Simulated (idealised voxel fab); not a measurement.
Herein follows the process module entitled voxel air gaps.
We display cut, a cross-section 240 nm in width whose square cells are each 5 nm.
Cross-section = grid of square cells, listed top down in bands; band = one or more rows. Read a band's entry like this: the first values are the height of its top and the height of its bottom in nm, and what follows is the sequence of materials from left to right, each with its width in nm. Note that "blank" is empty space, and that a single material marked "full width" reaches across the band from edge to edge. Measure heights from 0. That's the level where, below it, the as-received wafer is all one material. The lowest band is bottomless and extends downward; write it as in "0 nm and below". Quick explanation for "30->40": the width changes in equal steps down the rows of cells, from the first number in the band's top row to the second number in its bottom row. No cell of the cross-section changed in a step that is given as "left unchanged". "Completely enclosed voids": empty spaces of 8 cells or more with no open way to the top, each given as width x height at distance, distance from the left edge, all in nm. Formally, on a step line, whatever follows the settings is a remark that the simulator itself makes on the step. "overlay nm" answers the question of how far to the right of plan the mask lay on a step that has a mask, and when it is negative the answer is to the left. Before/after cross-section pairs, one process step each; after shown to lowest changed band; step and settings beneath. Pairs may be from different runs of this module on the same starting wafer; a pair continues from the one above only where its "Prior to step" entry says so.
Prior to step:
  65 nm to 55 nm | blank: 25, then Ru: 185, then blank: 30
  55 nm to 25 nm | SiO2: 35, then TiN: 5, then Cu: 20, then TiN: 5, then SiO2: 15, then TiN: 5, then Cu: 20, then TiN: 5, then SiO2: 15, then TiN: 5, then Cu: 20, then TiN: 5, then SiO2: 15, then TiN: 5, then Cu: 20, then TiN: 5, then SiO2: 40
  25 nm to 20 nm | SiO2: 35, then TiN: 30, then SiO2: 15, then TiN: 30, then SiO2: 15, then TiN: 30, then SiO2: 15, then TiN: 30, then SiO2: 40
  20 nm to 15 nm | SiN full width
  15 nm to 0 nm | SiO2 full width
  0 nm and below | Si full width
  Completely enclosed voids: none
Resultant Cross-Section:
  65 nm to 55 nm | blank: 25, then Ru: 185, then blank: 30
  55 nm to 25 nm | blank: 35, then TiN: 5, then Cu: 20, then TiN: 5, then SiO2: 15, then TiN: 5, then Cu: 20, then TiN: 5, then SiO2: 15, then TiN: 5, then Cu: 20, then TiN: 5, then SiO2: 15, then TiN: 5, then Cu: 20, then TiN: 5, then blank: 40
  25 nm to 20 nm | blank: 35, then TiN: 30, then SiO2: 15, then TiN: 30, then SiO2: 15, then TiN: 30, then SiO2: 15, then TiN: 30, then blank: 40
  Below a height of 20, the structure has not been altered.
  Completely enclosed voids: none
Step that separates the before view from the after view above: SELECTIVE_ETCH [etch materials SiO2] [depth nm 45]
Prior to step: The cross-section prior to this step is the one presented after the step of the pair immediately above.
Resultant Cross-Section:
  70 nm to 65 nm | blank: 20, then SiCN: 195, then blank: 25
  65 nm to 55 nm | blank: 20, then SiCN: 5, then Ru: 185, then SiCN: 5, then blank: 25
  55 nm to 50 nm | blank: 20, then SiCN: 15, then TiN: 5, then Cu: 20, then TiN: 5, then SiO2: 15, then TiN: 5, then Cu: 20, then TiN: 5, then SiO2: 15, then TiN: 5, then Cu: 20, then TiN: 5, then SiO2: 15, then TiN: 5, then Cu: 20, then TiN: 5, then SiCN: 15, then blank: 25
  50 nm to 25 nm | blank: 30, then SiCN: 5, then TiN: 5, then Cu: 20, then TiN: 5, then SiO2: 15, then TiN: 5, then Cu: 20, then TiN: 5, then SiO2: 15, then TiN: 5, then Cu: 20, then TiN: 5, then SiO2: 15, then TiN: 5, then Cu: 20, then TiN: 5, then SiCN: 5, then blank: 35
  25 nm to 20 nm | SiCN: 35, then TiN: 30, then SiO2: 15, then TiN: 30, then SiO2: 15, then TiN: 30, then SiO2: 15, then TiN: 30, then SiCN: 40
  Below a height of 20, the structure has not been altered.
  Completely enclosed voids: none
Step that separates the before view from the after view above: CONFORMAL_DEP [material SiCN] [thk nm 5]
Prior to step:
  70 nm to 55 nm | aC full width
  55 nm to 20 nm | SiO2 full width
  20 nm to 15 nm | SiN full width
  15 nm to 0 nm | SiO2 full width
  0 nm and below | Si full width
  Completely enclosed voids: none
Resultant Cross-Section:
  105 nm to 70 nm | resist: 45, then blank: 20, then resist: 25, then blank: 20, then resist: 25, then blank: 20, then resist: 25, then blank: 20, then resist: 40
  Below a height of 70, the structure has not been altered.
  Completely enclosed voids: none
Step that separates the before view from the after view above: PATTERN [tone open] [mask id LINES] [material resist] [width nm 20] [pitch nm 45] [thk nm 35] [overlay nm 5]
Prior to step: The cross-section prior to this step is the one presented after the step of the pair immediately above.
Resultant Cross-Section:
  90 nm to 70 nm | resist: 45, then blank: 20, then resist: 25, then blank: 20, then resist: 25, then blank: 20, then resist: 25, then blank: 20, then resist: 40
  70 nm to 55 nm | aC: 45, then blank: 20, then aC: 25, then blank: 20, then aC: 25, then blank: 20, then aC: 25, then blank: 20, then aC: 40
  Below a height of 55, the structure has not been altered.
  Completely enclosed voids: none
Step that separates the before view from the after view above: DIRECTIONAL_ETCH [etch materials aC] [depth nm 15]
Prior to step: The cross-section prior to this step is the one presented after the step of the pair immediately above.
Resultant Cross-Section:
  70 nm to 55 nm | aC: 45, then blank: 20, then aC: 25, then blank: 20, then aC: 25, then blank: 20, then aC: 25, then blank: 20, then aC: 40
  Below a height of 55, the structure has not been altered.
  Completely enclosed voids: none
Step that separates the before view from the after view above: STRIP [etch materials resist]
Prior to step: The cross-section prior to this step is the one presented after the step of the pair immediately above.
Resultant Cross-Section:
  70 nm to 55 nm | aC: 45, then blank: 20, then aC: 25, then blank: 20, then aC: 25, then blank: 20, then aC: 25, then blank: 20, then aC: 40
  55 nm to 20 nm | SiO2: 45, then blank: 20, then SiO2: 25, then blank: 20, then SiO2: 25, then blank: 20, then SiO2: 25, then blank: 20, then SiO2: 40
  Below a height of 20, the structure has not been altered.
  Completely enclosed voids: none
Step that separates the before view from the after view above: DIRECTIONAL_ETCH [etch materials SiO2] [depth nm 35]
Prior to step: The cross-section prior to this step is the one presented after the step of the pair immediately above.
Resultant Cross-Section:
  55 nm to 20 nm | SiO2: 45, then blank: 20, then SiO2: 25, then blank: 20, then SiO2: 25, then blank: 20, then SiO2: 25, then blank: 20, then SiO2: 40
  Below a height of 20, the structure has not been altered.
  Completely enclosed voids: none
Step that separates the before view from the after view above: STRIP [etch materials aC]
Prior to step: The cross-section prior to this step is the one presented after the step of the pair immediately above.
Resultant Cross-Section:
  60 nm to 55 nm | TiN: 50, then blank: 10, then TiN: 35, then blank: 10, then TiN: 35, then blank: 10, then TiN: 35, then blank: 10, then TiN: 45
  55 nm to 25 nm | SiO2: 45, then TiN: 5, then blank: 10, then TiN: 5, then SiO2: 25, then TiN: 5, then blank: 10, then TiN: 5, then SiO2: 25, then TiN: 5, then blank: 10, then TiN: 5, then SiO2: 25, then TiN: 5, then blank: 10, then TiN: 5, then SiO2: 40
  25 nm to 20 nm | SiO2: 45, then TiN: 20, then SiO2: 25, then TiN: 20, then SiO2: 25, then TiN: 20, then SiO2: 25, then TiN: 20, then SiO2: 40
  Below a height of 20, the structure has not been altered.
  Completely enclosed voids: none
Step that separates the before view from the after view above: CONFORMAL_DEP [material TiN] [thk nm 5]
Prior to step: The cross-section prior to this step is the one presented after the step of the pair immediately above.
Resultant Cross-Section:
  65 nm to 60 nm | Cu full width
  60 nm to 55 nm | TiN: 50, then Cu: 10, then TiN: 35, then Cu: 10, then TiN: 35, then Cu: 10, then TiN: 35, then Cu: 10, then TiN: 45
  55 nm to 25 nm | SiO2: 45, then TiN: 5, then Cu: 10, then TiN: 5, then SiO2: 25, then TiN: 5, then Cu: 10, then TiN: 5, then SiO2: 25, then TiN: 5, then Cu: 10, then TiN: 5, then SiO2: 25, then TiN: 5, then Cu: 10, then TiN: 5, then SiO2: 40
  Below a height of 25, the structure has not been altered.
  Completely enclosed voids: none
Step that separates the before view from the after view above: FILL_DEP [material Cu] [thk nm 5]
Prior to step: The cross-section prior to this step is the one presented after the step of the pair immediately above.
Resultant Cross-Section:
  55 nm to 25 nm | SiO2: 45, then TiN: 5, then Cu: 10, then TiN: 5, then SiO2: 25, then TiN: 5, then Cu: 10, then TiN: 5, then SiO2: 25, then TiN: 5, then Cu: 10, then TiN: 5, then SiO2: 25, then TiN: 5, then Cu: 10, then TiN: 5, then SiO2: 40
  Below a height of 25, the structure has not been altered.
  Completely enclosed voids: none
Step that separates the before view from the after view above: CMP [height nm 55]
Prior to step: The cross-section prior to this step is the one presented after the step of the pair immediately above.
Resultant Cross-Section:
  65 nm to 55 nm | blank: 35, then Ru: 40, then blank: 5, then Ru: 40, then blank: 5, then Ru: 40, then blank: 5, then Ru: 40, then blank: 30
  Below a height of 55, the structure has not been altered.
  Completely enclosed voids: none
Step that separates the before view from the after view above: EPI [material Ru] [thk nm 10]
Prior to step: The cross-section prior to this step is the one presented after the step of the pair immediately above.
Resultant Cross-Section:
  65 nm to 55 nm | blank: 35, then Ru: 40, then blank: 5, then Ru: 40, then blank: 5, then Ru: 40, then blank: 5, then Ru: 40, then blank: 30
  55 nm to 25 nm | blank: 45, then TiN: 5, then Cu: 10, then TiN: 5, then blank: 25, then TiN: 5, then Cu: 10, then TiN: 5, then blank: 25, then TiN: 5, then Cu: 10, then TiN: 5, then blank: 25, then TiN: 5, then Cu: 10, then TiN: 5, then blank: 40
  25 nm to 20 nm | blank: 45, then TiN: 20, then blank: 25, then TiN: 20, then blank: 25, then TiN: 20, then blank: 25, then TiN: 20, then blank: 40
  Below a height of 20, the structure has not been altered.
  Completely enclosed voids: none
Step that separates the before view from the after view above: SELECTIVE_ETCH [etch materials SiO2] [depth nm 45]
Prior to step: The cross-section prior to this step is the one presented after the step of the pair immediately above.
Resultant Cross-Section:
  70 nm to 65 nm | blank: 30, then SiCN: 185, then blank: 25
  65 nm to 55 nm | blank: 30, then SiCN: 5, then Ru: 40, then SiCN: 5, then Ru: 40, then SiCN: 5, then Ru: 40, then SiCN: 5, then Ru: 40, then SiCN: 5, then blank: 25
  55 nm to 50 nm | blank: 30, then SiCN: 15, then TiN: 5, then Cu: 10, then TiN: 5, then SiCN: 25, then TiN: 5, then Cu: 10, then TiN: 5, then SiCN: 25, then TiN: 5, then Cu: 10, then TiN: 5, then SiCN: 25, then TiN: 5, then Cu: 10, then TiN: 5, then SiCN: 15, then blank: 25
  50 nm to 25 nm | blank: 40, then SiCN: 5, then TiN: 5, then Cu: 10, then TiN: 5, then SiCN: 5, then blank: 15, then SiCN: 5, then TiN: 5, then Cu: 10, then TiN: 5, then SiCN: 5, then blank: 15, then SiCN: 5, then TiN: 5, then Cu: 10, then TiN: 5, then SiCN: 5, then blank: 15, then SiCN: 5, then TiN: 5, then Cu: 10, then TiN: 5, then SiCN: 5, then blank: 35
  25 nm to 20 nm | SiCN: 45, then TiN: 20, then SiCN: 25, then TiN: 20, then SiCN: 25, then TiN: 20, then SiCN: 25, then TiN: 20, then SiCN: 40
  Below a height of 20, the structure has not been altered.
  Completely enclosed voids: 15 x 25 at 70; 15 x 25 at 115; 15 x 25 at 160
Step that separates the before view from the after view above: CONFORMAL_DEP [material SiCN] [thk nm 5]
Prior to step:
  65 nm to 55 nm | blank: 30, then Ru: 40, then blank: 5, then Ru: 40, then blank: 5, then Ru: 40, then blank: 5, then Ru: 40, then blank: 35
  55 nm to 25 nm | blank: 40, then TiN: 5, then Cu: 10, then TiN: 5, then blank: 25, then TiN: 5, then Cu: 10, then TiN: 5, then blank: 25, then TiN: 5, then Cu: 10, then TiN: 5, then blank: 25, then TiN: 5, then Cu: 10, then TiN: 5, then blank: 45
  25 nm to 20 nm | blank: 40, then TiN: 20, then blank: 25, then TiN: 20, then blank: 25, then TiN: 20, then blank: 25, then TiN: 20, then blank: 45
  20 nm to 15 nm | SiN full width
  15 nm to 0 nm | SiO2 full width
  0 nm and below | Si full width
  Completely enclosed voids: none
Resultant Cross-Section:
  70 nm to 65 nm | blank: 25, then SiO2: 185, then blank: 30
  65 nm to 55 nm | blank: 25, then SiO2: 5, then Ru: 40, then SiO2: 5, then Ru: 40, then SiO2: 5, then Ru: 40, then SiO2: 5, then Ru: 40, then SiO2: 5, then blank: 30
  55 nm to 50 nm | blank: 25, then SiO2: 15, then TiN: 5, then Cu: 10, then TiN: 5, then SiO2: 25, then TiN: 5, then Cu: 10, then TiN: 5, then SiO2: 25, then TiN: 5, then Cu: 10, then TiN: 5, then SiO2: 25, then TiN: 5, then Cu: 10, then TiN: 5, then SiO2: 15, then blank: 30
  50 nm to 25 nm | blank: 35, then SiO2: 5, then TiN: 5, then Cu: 10, then TiN: 5, then SiO2: 5, then blank: 15, then SiO2: 5, then TiN: 5, then Cu: 10, then TiN: 5, then SiO2: 5, then blank: 15, then SiO2: 5, then TiN: 5, then Cu: 10, then TiN: 5, then SiO2: 5, then blank: 15, then SiO2: 5, then TiN: 5, then Cu: 10, then TiN: 5, then SiO2: 5, then blank: 40
  25 nm to 20 nm | SiO2: 40, then TiN: 20, then SiO2: 25, then TiN: 20, then SiO2: 25, then TiN: 20, then SiO2: 25, then TiN: 20, then SiO2: 45
  Below a height of 20, the structure has not been altered.
  Completely enclosed voids: 15 x 25 at 65; 15 x 25 at 110; 15 x 25 at 155
Step that separates the before view from the after view above: CONFORMAL_DEP [material SiO2] [thk nm 5]
Prior to step:
  70 nm to 55 nm | aC full width
  55 nm to 20 nm | SiO2 full width
  20 nm to 15 nm | SiN full width
  15 nm to 0 nm | SiO2 full width
  0 nm and below | Si full width
  Completely enclosed voids: none
Resultant Cross-Section:
  105 nm to 70 nm | blank: 40, then resist: 20, then blank: 25, then resist: 20, then blank: 25, then resist: 20, then blank: 25, then resist: 20, then blank: 45
  Below a height of 70, the structure has not been altered.
  Completely enclosed voids: none
Step that separates the before view from the after view above: PATTERN [tone cover] [mask id LINES] [material resist] [width nm 20] [pitch nm 45] [thk nm 35] [overlay nm 0]
Prior to step: The cross-section prior to this step is the one presented after the step of the pair immediately above.
Resultant Cross-Section:
  90 nm to 70 nm | blank: 40, then resist: 20, then blank: 25, then resist: 20, then blank: 25, then resist: 20, then blank: 25, then resist: 20, then blank: 45
  70 nm to 55 nm | blank: 40, then aC: 20, then blank: 25, then aC: 20, then blank: 25, then aC: 20, then blank: 25, then aC: 20, then blank: 45
  Below a height of 55, the structure has not been altered.
  Completely enclosed voids: none
Step that separates the before view from the after view above: DIRECTIONAL_ETCH [etch materials aC] [depth nm 15]
Prior to step: The cross-section prior to this step is the one presented after the step of the pair immediately above.
Resultant Cross-Section:
  70 nm to 55 nm | blank: 40, then aC: 20, then blank: 25, then aC: 20, then blank: 25, then aC: 20, then blank: 25, then aC: 20, then blank: 45
  Below a height of 55, the structure has not been altered.
  Completely enclosed voids: none
Step that separates the before view from the after view above: STRIP [etch materials resist]
Prior to step: The cross-section prior to this step is the one presented after the step of the pair immediately above.
Resultant Cross-Section:
  70 nm to 55 nm | blank: 40, then aC: 20, then blank: 25, then aC: 20, then blank: 25, then aC: 20, then blank: 25, then aC: 20, then blank: 45
  55 nm to 20 nm | blank: 40, then SiO2: 20, then blank: 25, then SiO2: 20, then blank: 25, then SiO2: 20, then blank: 25, then SiO2: 20, then blank: 45
  Below a height of 20, the structure has not been altered.
  Completely enclosed voids: none
Step that separates the before view from the after view above: DIRECTIONAL_ETCH [etch materials SiO2] [depth nm 35]
Prior to step: The cross-section prior to this step is the one presented after the step of the pair immediately above.
Resultant Cross-Section:
  55 nm to 20 nm | blank: 40, then SiO2: 20, then blank: 25, then SiO2: 20, then blank: 25, then SiO2: 20, then blank: 25, then SiO2: 20, then blank: 45
  Below a height of 20, the structure has not been altered.
  Completely enclosed voids: none
Step that separates the before view from the after view above: STRIP [etch materials aC]
Prior to step: The cross-section prior to this step is the one presented after the step of the pair immediately above.
Resultant Cross-Section:
  60 nm to 55 nm | blank: 35, then TiN: 30, then blank: 15, then TiN: 30, then blank: 15, then TiN: 30, then blank: 15, then TiN: 30, then blank: 40
  55 nm to 25 nm | blank: 35, then TiN: 5, then SiO2: 20, then TiN: 5, then blank: 15, then TiN: 5, then SiO2: 20, then TiN: 5, then blank: 15, then TiN: 5, then SiO2: 20, then TiN: 5, then blank: 15, then TiN: 5, then SiO2: 20, then TiN: 5, then blank: 40
  25 nm to 20 nm | TiN: 40, then SiO2: 20, then TiN: 25, then SiO2: 20, then TiN: 25, then SiO2: 20, then TiN: 25, then SiO2: 20, then TiN: 45
  Below a height of 20, the structure has not been altered.
  Completely enclosed voids: none
Step that separates the before view from the after view above: CONFORMAL_DEP [material TiN] [thk nm 5]
Prior to step: The cross-section prior to this step is the one presented after the step of the pair immediately above.
Resultant Cross-Section:
  65 nm to 60 nm | Cu full width
  60 nm to 55 nm | Cu: 35, then TiN: 30, then Cu: 15, then TiN: 30, then Cu: 15, then TiN: 30, then Cu: 15, then TiN: 30, then Cu: 40
  55 nm to 25 nm | Cu: 35, then TiN: 5, then SiO2: 20, then TiN: 5, then Cu: 15, then TiN: 5, then SiO2: 20, then TiN: 5, then Cu: 15, then TiN: 5, then SiO2: 20, then TiN: 5, then Cu: 15, then TiN: 5, then SiO2: 20, then TiN: 5, then Cu: 40
  Below a height of 25, the structure has not been altered.
  Completely enclosed voids: none
Step that separates the before view from the after view above: FILL_DEP [material Cu] [thk nm 5]
Prior to step: The cross-section prior to this step is the one presented after the step of the pair immediately above.
Resultant Cross-Section:
  55 nm to 25 nm | Cu: 35, then TiN: 5, then SiO2: 20, then TiN: 5, then Cu: 15, then TiN: 5, then SiO2: 20, then TiN: 5, then Cu: 15, then TiN: 5, then SiO2: 20, then TiN: 5, then Cu: 15, then TiN: 5, then SiO2: 20, then TiN: 5, then Cu: 40
  Below a height of 25, the structure has not been altered.
  Completely enclosed voids: none
Step that separates the before view from the after view above: CMP [height nm 55]
Prior to step: The cross-section prior to this step is the one presented after the step of the pair immediately above.
Resultant Cross-Section:
  65 nm to 55 nm | Ru full width
  Below a height of 55, the structure has not been altered.
  Completely enclosed voids: none
Step that separates the before view from the after view above: EPI [material Ru] [thk nm 10]
Prior to step: The cross-section prior to this step is the one presented after the step of the pair immediately above.
Resultant Cross-Section:
  70 nm to 65 nm | SiCN full width
  Below a height of 65, the structure has not been altered.
  Completely enclosed voids: none
Step that separates the before view from the after view above: CONFORMAL_DEP [material SiCN] [thk nm 5]
